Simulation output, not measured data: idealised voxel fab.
Proc. module: voxel plated lines
In the cross-section labelled cut, the width is 265 nm and each square cell is 5 nm.
Format of a cross-section: grid, square cells. Given as bands. Order: top down. Band: one or more rows of cells.
Top, bottom (nm), then materials left to right with widths (nm); lone material tagged "all across" fills the whole band edge to edge; "empty" = empty space.
Heights are measured from 0, the level below which the as-received wafer is all one material; the lowest band has no bottom and continues downward, written as in "z 0 and below".
The two numbers in a width such as "30->40" mark its ends across the band: the first belongs to the top row of cells, the second to the bottom row, and from each row to the next the width moves by the same amount.
Where the words "remains unaltered" appear for a step, the cross-section shows no cell changed by that step; every cell remained as before.
"Sealed-off cavities" specifies each empty space that is not open to the top and that occupies no fewer than 8 cells, using the form width x height at distance, the distance measured from the left edge and all three quantities in nm.
Formally, on a step line, whatever follows the settings is a remark that the simulator itself makes on the step.
The "overlay nm" setting may appear on a step's line; for a step that uses a mask, it gives how far to the right of its planned position the mask lay, and a negative value indicates the left.

Planned process steps
| 1 | RECEIVE | material Si |
| 2 | CONFORMAL_DEP | material SiO2 | thk nm 5 |
| 3 | DIRECTIONAL_DEP | material TiN | thk nm 5 |
| 4 | PATTERN | tone open | mask id LINES | material resist | width nm 30 | pitch nm 60 | thk nm 30 | overlay nm 0 |
| 5 | EPI | material Ru | thk nm 10 |
| 6 | EPI | material Ru | thk nm 10 |
| 7 | STRIP | etch materials resist |
| 8 | DIRECTIONAL_ETCH | etch materials TiN | depth nm 5 |
| 9 | CONFORMAL_DEP | material SiO2 | thk nm 10 |

Run as planned: first of two wafers

As received, after step 1
z 0 and below  Si all across
Sealed-off cavities: none

Take a look at the wafer's cross-section after step 2
z 5 to 0  SiO2 all across
Everything below 0 is unchanged.

Take a look at the wafer's cross-section after step 3
z 10 to 5  TiN all across
Everything below 5 is unchanged.

Take a look at the wafer's cross-section after step 4
z 40 to 10  resist (85); empty (30); resist (30); empty (30); resist (90)
Everything below 10 is unchanged.

Take a look at the wafer's cross-section after step 5
z 40 to 20  resist (85); empty (30); resist (30); empty (30); resist (90)
z 20 to 10  resist (85); Ru (30); resist (30); Ru (30); resist (90)
Everything below 10 is unchanged.

Take a look at the wafer's cross-section after step 6
z 40 to 30  resist (85); empty (30); resist (30); empty (30); resist (90)
z 30 to 10  resist (85); Ru (30); resist (30); Ru (30); resist (90)
Everything below 10 is unchanged.

Take a look at the wafer's cross-section after step 7
z 30 to 10  empty (85); Ru (30); empty (30); Ru (30); empty (90)
Everything below 10 is unchanged.

Take a look at the wafer's cross-section after step 8
z 30 to 10  empty (85); Ru (30); empty (30); Ru (30); empty (90)
z 10 to 5  empty (85); TiN (30); empty (30); TiN (30); empty (90)
Everything below 5 is unchanged.

Take a look at the wafer's cross-section after step 9
z 40 to 30  empty (75); SiO2 (50); empty (10); SiO2 (50); empty (80)
z 30 to 15  empty (75); SiO2 (10); Ru (30); SiO2 (10); empty (10); SiO2 (10); Ru (30); SiO2 (10); empty (80)
z 15 to 10  SiO2 (85); Ru (30); SiO2 (30); Ru (30); SiO2 (90)
z 10 to 5  SiO2 (85); TiN (30); SiO2 (30); TiN (30); SiO2 (90)
Everything below 5 is unchanged.

Second wafer: like start, like plan, one mistake. Through step 3 it matches the first wafer

The second wafer cut through, at the time step 4 was supposed to be finished
z 40 to 10  empty (85); resist (30); empty (30); resist (30); empty (90)
Everything below 10 is unchanged.

The second wafer cut through, at the time step 5 was supposed to be finished
z 40 to 20  empty (85); resist (30); empty (30); resist (30); empty (90)
z 20 to 10  Ru (85); resist (30); Ru (30); resist (30); Ru (90)
Everything below 10 is unchanged.

The second wafer cut through, at the time step 6 was supposed to be finished
z 40 to 30  empty (85); resist (30); empty (30); resist (30); empty (90)
z 30 to 10  Ru (85); resist (30); Ru (30); resist (30); Ru (90)
Everything below 10 is unchanged.

The second wafer cut through, at the time step 7 was supposed to be finished
z 30 to 10  Ru (85); empty (30); Ru (30); empty (30); Ru (90)
Everything below 10 is unchanged.

The second wafer cut through, at the time step 8 was supposed to be finished
z 30 to 10  Ru (85); empty (30); Ru (30); empty (30); Ru (90)
z 10 to 5  TiN (85); empty (30); TiN (30); empty (30); TiN (90)
Everything below 5 is unchanged.

The second wafer cut through, at the time step 9 was supposed to be finished
z 40 to 30  SiO2 (95); empty (10); SiO2 (50); empty (10); SiO2 (100)
z 30 to 15  Ru (85); SiO2 (10); empty (10); SiO2 (10); Ru (30); SiO2 (10); empty (10); SiO2 (10); Ru (90)
z 15 to 10  Ru (85); SiO2 (30); Ru (30); SiO2 (30); Ru (90)
z 10 to 5  TiN (85); SiO2 (30); TiN (30); SiO2 (30); TiN (90)
Everything below 5 is unchanged.
Deviation noted in wafer processing: step 4 was processed under conditions differing from the plan, specifically as PATTERN | tone cover | mask id LINES | material resist | width nm 30 | pitch nm 60 | thk nm 30 | overlay nm 0
The closing comparison, in cells, has the second wafer with more or fewer of some materials than the first: Ru: 116 more | TiN: 29 more
